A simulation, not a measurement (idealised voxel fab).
Process module heading - voxel quadruple lines
Displayed cross-section: cut, width of 295 nm, square cells sized 5 nm.
Square cells in a grid make up a cross-section in this document, and the grid is given as bands, listed from the top down, each one or more rows of cells.
First you get the band's top height and its bottom height, in nm, and then the materials it's made of, left to right, with each width in nm. If you see a single material with "everywhere", that one covers the band edge to edge. "blank" is empty space.
Below 0: as-received wafer, all one material; heights counted from there. Lowest band: no bottom, goes on down, written "0 and below".
A two-number width, for instance "30 to 40", indicates that the width is equal to the first number in the top row of the band and to the second number in the bottom row, and that it changes by a constant amount per row of cells.
The cross-section has no changed cell in any step marked "left unchanged".
Voids not open to the top, 8 cells minimum: see "Listed closed voids". Written width x height at distance; distance is from the left edge; nm.
after a step's settings: what the simulator itself notes on the step
The setting "overlay nm" may be written on the line of a step. When the step uses a mask, the value reports how far to the right of the planned place the mask lay, and a negative value reports that it lay to the left.

Set out below are the planned steps of the process
1) RECEIVE [material Si]
2) CONFORMAL_DEP [material Al2O3] [thk nm 5]
3) DIRECTIONAL_DEP [material TiN] [thk nm 15]
4) DIRECTIONAL_DEP [material polySi] [thk nm 20]
5) DIRECTIONAL_DEP [material aC] [thk nm 20]
6) PATTERN [tone cover] [mask id MANDREL] [material resist] [width nm 30] [thk nm 30] [overlay nm 0]
7) DIRECTIONAL_ETCH [etch materials aC] [depth nm 20]
8) STRIP [etch materials resist]
9) CONFORMAL_DEP [material SiO2] [thk nm 10]
10) DIRECTIONAL_ETCH [etch materials SiO2] [depth nm 10]
11) STRIP [etch materials aC]
12) DIRECTIONAL_ETCH [etch materials polySi] [depth nm 20]
13) STRIP [etch materials SiO2]
14) CONFORMAL_DEP [material SiCN] [thk nm 10]
15) DIRECTIONAL_ETCH [etch materials SiCN] [depth nm 10]
16) STRIP [etch materials polySi]
17) DIRECTIONAL_ETCH [etch materials TiN] [depth nm 15]
18) STRIP [etch materials SiCN]

First wafer of two (run as planned)

Cross-section of the wafer upon arrival, representing the state reached after step 1
	0 and below | Si everywhere
	Listed closed voids: none

Cross-sectional representation of the wafer at the conclusion of step 2
	5 down to 0 | Al2O3 everywhere
	Everything below 0 is unchanged.

Cross-sectional representation of the wafer at the conclusion of step 3
	20 down to 5 | TiN everywhere
	Everything below 5 is unchanged.

Cross-sectional representation of the wafer at the conclusion of step 4
	40 down to 20 | polySi everywhere
	Everything below 20 is unchanged.

Cross-sectional representation of the wafer at the conclusion of step 5
	60 down to 40 | aC everywhere
	Everything below 40 is unchanged.

Cross-sectional representation of the wafer at the conclusion of step 6
	90 down to 60 | 130 blank | 30 resist | 135 blank
	Everything below 60 is unchanged.

Cross-sectional representation of the wafer at the conclusion of step 7
	70 down to 60 | 130 blank | 30 resist | 135 blank
	60 down to 40 | 130 blank | 30 aC | 135 blank
	Everything below 40 is unchanged.

Cross-sectional representation of the wafer at the conclusion of step 8
	60 down to 40 | 130 blank | 30 aC | 135 blank
	Everything below 40 is unchanged.

Cross-sectional representation of the wafer at the conclusion of step 9
	70 down to 60 | 120 blank | 50 SiO2 | 125 blank
	60 down to 50 | 120 blank | 10 SiO2 | 30 aC | 10 SiO2 | 125 blank
	50 down to 40 | 130 SiO2 | 30 aC | 135 SiO2
	Everything below 40 is unchanged.

Cross-sectional representation of the wafer at the conclusion of step 10
	60 down to 40 | 120 blank | 10 SiO2 | 30 aC | 10 SiO2 | 125 blank
	Everything below 40 is unchanged.

Cross-sectional representation of the wafer at the conclusion of step 11
	60 down to 40 | 120 blank | 10 SiO2 | 30 blank | 10 SiO2 | 125 blank
	Everything below 40 is unchanged.

Cross-sectional representation of the wafer at the conclusion of step 12
	60 down to 40 | 120 blank | 10 SiO2 | 30 blank | 10 SiO2 | 125 blank
	40 down to 20 | 120 blank | 10 polySi | 30 blank | 10 polySi | 125 blank
	Everything below 20 is unchanged.

Cross-sectional representation of the wafer at the conclusion of step 13
	40 down to 20 | 120 blank | 10 polySi | 30 blank | 10 polySi | 125 blank
	Everything below 20 is unchanged.

Cross-sectional representation of the wafer at the conclusion of step 14
	50 down to 40 | 110 blank | 30 SiCN | 10 blank | 30 SiCN | 115 blank
	40 down to 30 | 110 blank | 10 SiCN | 10 polySi | 10 SiCN | 10 blank | 10 SiCN | 10 polySi | 10 SiCN | 115 blank
	30 down to 20 | 120 SiCN | 10 polySi | 30 SiCN | 10 polySi | 125 SiCN
	Everything below 20 is unchanged.

Cross-sectional representation of the wafer at the conclusion of step 15
	40 down to 20 | 110 blank | 10 SiCN | 10 polySi | 10 SiCN | 10 blank | 10 SiCN | 10 polySi | 10 SiCN | 115 blank
	Everything below 20 is unchanged.

Cross-sectional representation of the wafer at the conclusion of step 16
	40 down to 20 | 110 blank | 10 SiCN | 10 blank | 10 SiCN | 10 blank | 10 SiCN | 10 blank | 10 SiCN | 115 blank
	Everything below 20 is unchanged.

Cross-sectional representation of the wafer at the conclusion of step 17
	40 down to 20 | 110 blank | 10 SiCN | 10 blank | 10 SiCN | 10 blank | 10 SiCN | 10 blank | 10 SiCN | 115 blank
	20 down to 5 | 110 blank | 10 TiN | 10 blank | 10 TiN | 10 blank | 10 TiN | 10 blank | 10 TiN | 115 blank
	Everything below 5 is unchanged.

Cross-sectional representation of the wafer at the conclusion of step 18
	20 down to 5 | 110 blank | 10 TiN | 10 blank | 10 TiN | 10 blank | 10 TiN | 10 blank | 10 TiN | 115 blank
	Everything below 5 is unchanged.

For the second wafer, take the first wafer's start and plan, then add one mistake made in running it; everything through step 15, that step included, is shared with the first

Here is the second wafer in cross-section at the point where step 16 of the plan should have been done
	40 down to 20 | 110 blank | 10 SiCN | 10 polySi | 10 SiCN | 10 blank | 10 SiCN | 10 polySi | 10 SiCN | 115 blank
	20 down to 5 | 110 blank | 30 TiN | 10 blank | 30 TiN | 115 blank
	Everything below 5 is unchanged.

Here is the second wafer in cross-section at the point where step 17 of the plan should have been done
	40 down to 20 | 110 blank | 10 SiCN | 10 blank | 10 SiCN | 10 blank | 10 SiCN | 10 blank | 10 SiCN | 115 blank
	Everything below 20 is unchanged.

Here is the second wafer in cross-section at the point where step 18 of the plan should have been done
	20 down to 5 | 110 blank | 30 TiN | 10 blank | 30 TiN | 115 blank
	Everything below 5 is unchanged.
Which mistake was made when the wafer was run? steps 16 and 17 swapped
Final comparison by cell count, materials where the second wafer has more or fewer than the first: 12 more of TiN
